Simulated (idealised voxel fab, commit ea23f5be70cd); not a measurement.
The name of this process module is voxel trench capacitor.
Displayed cross-section: cut, width of 245 nm, square cells sized 5 nm.
A cross-section is written here as square cells arranged in a grid, and it is given in bands from the top down, each band taking up one or more rows of cells. Top, bottom (nm), then materials left to right with widths (nm); lone material tagged "all across" fills the whole band edge to edge; "air" = empty space. Below 0: as-received wafer, all one material; heights counted from there. Lowest band: no bottom, goes on down, written "top 0, no bottom". Graded width ("30 to 40"): value in top row of band = first number; value in bottom row = second number; row-to-row change constant. "remains unaltered" after a step means that no cell of the cross-section changed. Look at "Completely enclosed voids" for the closed voids: empty spaces with no open path to the top, sized 8 cells or up. Each is width x height at distance, distance from the left edge, all nm. It should be noted that, on the line of a given step, the content following the step's settings is a remark produced by the simulator itself with respect to that step. Among the settings permitted on a step's line is "overlay nm"; applied to a step with a mask, it specifies the extent to which the mask lay to the right of its planned position, whereas a negative figure signifies a position to the left.

### Planned process steps
| 1 | RECEIVE with material Si |
| 2 | CONFORMAL_DEP with material SiN, thk nm 5 |
| 3 | PATTERN with tone open, mask id TRENCH, material resist, width nm 25, pitch nm 50, thk nm 15, overlay nm 0 |
| 4 | DIRECTIONAL_ETCH with etch materials SiN, depth nm 5 |
| 5 | DIRECTIONAL_ETCH with etch materials Si, depth nm 40 |
| 6 | STRIP with etch materials resist |
| 7 | CONFORMAL_DEP with material Al2O3, thk nm 5 |
| 8 | CONFORMAL_DEP with material TiN, thk nm 5 |
| 9 | FILL_DEP with material W, thk nm 10 |
| 10 | CMP with height nm 5 |

### Wafer as received: cross-section following step 1
- top 0, no bottom = Si all across
- Completely enclosed voids: none

### The module was run from the start shown above using the plan shown above, but one mistake was made doing it; the resulting wafer cross-section is below
- top 5, bottom 0 = W: 75, TiN: 5, Al2O3: 5, SiN: 25, Al2O3: 5, TiN: 5, W: 5, TiN: 5, Al2O3: 5, SiN: 25, Al2O3: 5, TiN: 5, W: 75
- top 0, bottom -30 = W: 75, TiN: 5, Al2O3: 5, Si: 25, Al2O3: 5, TiN: 5, W: 5, TiN: 5, Al2O3: 5, Si: 25, Al2O3: 5, TiN: 5, W: 75
- top -30, bottom -35 = TiN: 80, Al2O3: 5, Si: 25, Al2O3: 5, TiN: 15, Al2O3: 5, Si: 25, Al2O3: 5, TiN: 80
- top -35, bottom -40 = Al2O3: 85, Si: 25, Al2O3: 25, Si: 25, Al2O3: 85
- top -40, no bottom = Si all across
- Completely enclosed voids: none
Plan not followed: step 3: run off-plan, actual operation and settings PATTERN with tone cover, mask id TRENCH, material resist, width nm 25, pitch nm 50, thk nm 15, overlay nm 0
